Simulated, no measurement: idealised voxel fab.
Proc. module: voxel self aligned vias
The figure presents cross-section cut, which has a width of 290 nm and is divided into square cells with an edge length of 5 nm.
Think of the cross-section as a grid of square cells. We describe it in bands, top to bottom, and each band covers one or more rows of those cells. The band entry comprises the height of the band's top followed by the height of its bottom, expressed in nm, and subsequently the band's materials from left to right, each stated together with its width in nm. Where a single material is marked with the word "throughout", that material fills the band from edge to edge. The word "empty" represents empty space. Measure heights from 0. That's the level where, below it, the as-received wafer is all one material. The lowest band is bottomless and extends downward; write it as in "top 0, no bottom". Top row gets the first number, bottom row gets the second, and each row in between changes by the same step: that is how a band width like "30->40" works. What does "all unchanged" mean for a step? It means no cell of the cross-section changed in that step. "closed voids" means: voids of 8 cells or more that are shut off from the top with no open way through. Written width x height at distance, distance from the left edge, in nm. Formally, on a step line, whatever follows the settings is a remark that the simulator itself makes on the step. The optional step-line setting "overlay nm" applies to steps with a mask and quantifies how far to the right of its planned location the mask lay, a negative value indicating leftward placement.
These are the steps we planned for the process:
1,RECEIVE | material Si
2,CONFORMAL_DEP | material SiO2 | thk nm 15
3,CONFORMAL_DEP | material SiCN | thk nm 5
4,DIRECTIONAL_DEP | material SiO2 | thk nm 20
5,PATTERN | tone open | mask id LINES | material resist | width nm 25 | pitch nm 55 | thk nm 15 | overlay nm 0
6,DIRECTIONAL_ETCH | etch materials SiO2 | depth nm 20
7,STRIP | etch materials resist
8,CONFORMAL_DEP | material TiN | thk nm 5
9,FILL_DEP | material Ru | thk nm 5
10,CMP | height nm 40
11,SELECTIVE_ETCH | etch materials W Ru TiN | depth nm 10
12,FILL_DEP | material SiN | thk nm 10
13,CMP | height nm 40
14,DIRECTIONAL_DEP | material SiO2 | thk nm 15
15,DIRECTIONAL_DEP | material aC | thk nm 15
16,PATTERN | tone open | mask id VIAS | material resist | width nm 35 | pitch nm 55 | thk nm 35 | overlay nm 0
17,DIRECTIONAL_ETCH | etch materials aC | depth nm 15
18,STRIP | etch materials resist
19,DIRECTIONAL_ETCH | etch materials SiO2 | depth nm 5
20,DIRECTIONAL_ETCH | etch materials SiN | depth nm 10
21,STRIP | etch materials aC
22,CONFORMAL_DEP | material TiN | thk nm 5
23,FILL_DEP | material Ru | thk nm 5
24,CMP | height nm 55
25,CONFORMAL_DEP | material SiCN | thk nm 5
Quick note for whoever runs this: the wafers start identical, but the depth nm at step 19 isn't the same across them. The plan just shows what the first wafer had.
Step 1 complete: as-received cross-section of the first of several wafers:
> top 0, no bottom  Si throughout
> closed voids: none
Table: wafers, a row each; end-of-module cell change per material since receipt, gain (+), loss (-); then closed voids:
depth nm 5 | +6 Ru | +116 SiCN | +20 SiN | +526 SiO2 | +28 TiN | closed voids: none
depth nm 10 | +16 Ru | +116 SiCN | +20 SiN | +512 SiO2 | +32 TiN | closed voids: none
depth nm 15 | +38 Ru | +116 SiCN | +498 SiO2 | +44 TiN | closed voids: none
depth nm 20 | +42 Ru | +116 SiCN | +494 SiO2 | +44 TiN | closed voids: none
depth nm 25 | +46 Ru | +116 SiCN | +490 SiO2 | +44 TiN | closed voids: none
depth nm 30 | +46 Ru | +116 SiCN | +486 SiO2 | +48 TiN | closed voids: none
